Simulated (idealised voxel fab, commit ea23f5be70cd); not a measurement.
The process module presented herein is designated voxel local oxidation.
Shown is cross-section cut, with a width of 260 nm and square cells of size 5 nm.
Throughout this document, each cross-section is represented as a grid of square cells and is presented as a sequence of bands enumerated from the top downward, where a band comprises one or more rows of cells. This entry defines a band. It first specifies the height of the band's top and the height of its bottom in nm, and then specifies the band's materials from left to right, stating each material with its width in nm. The word "all across" identifies a single material that fills the band from edge to edge, while the word "air" identifies empty space. Heads up on the height convention: 0 is the point under which the incoming wafer is all one material, and the lowest band has no bottom, it just keeps going down, like "0 down". Width "30 to 40": first value at the band's top row of cells, second value at its bottom row, equal change from row to row. "changes: none", as given for a step, is the statement that not any cell of the cross-section underwent a change during that step. Basically, "Cavities, closed" tells you about the enclosed voids: empty spaces with no open way to the top, 8 cells or bigger, each written width x height at distance, where distance is from the left edge, all in nm. Text after the settings on a step's line: the simulator's own remark on that step. When a step includes a mask, the "overlay nm" setting on its line states how far to the right of its planned place that mask lay, and negative values state how far to the left.
## Below is the list of planned process steps
1,RECEIVE with material Si
2,OXIDIZE with depth nm 5
3,CONFORMAL_DEP with material SiN, thk nm 15
4,PATTERN with tone cover, mask id ACTIVE, material resist, width nm 100, pitch nm 125, thk nm 20, overlay nm 0
5,DIRECTIONAL_ETCH with etch materials SiN, depth nm 15
6,STRIP with etch materials resist
7,SELECTIVE_ETCH with etch materials SiO2, depth nm 5
8,OXIDIZE with depth nm 15
9,STRIP with etch materials SiN
## as received, after step 1
  0 down = Si all across
  Cavities, closed: none
## Here's the wafer cut in cross-section after the module, started and planned just like above, except one thing was done wrong in the run
  0 to -5 = air=25 / SiO2=90 / air=35 / SiO2=90 / air=20
  -5 to -20 = SiO2=40 / Si=60 / SiO2=65 / Si=60 / SiO2=35
  -20 down = Si all across
  Cavities, closed: none
Diagnosis: planned and actual differ for step 4; actual: PATTERN with tone cover, mask id ACTIVE, material resist, width nm 100, pitch nm 125, thk nm 20, overlay nm 5
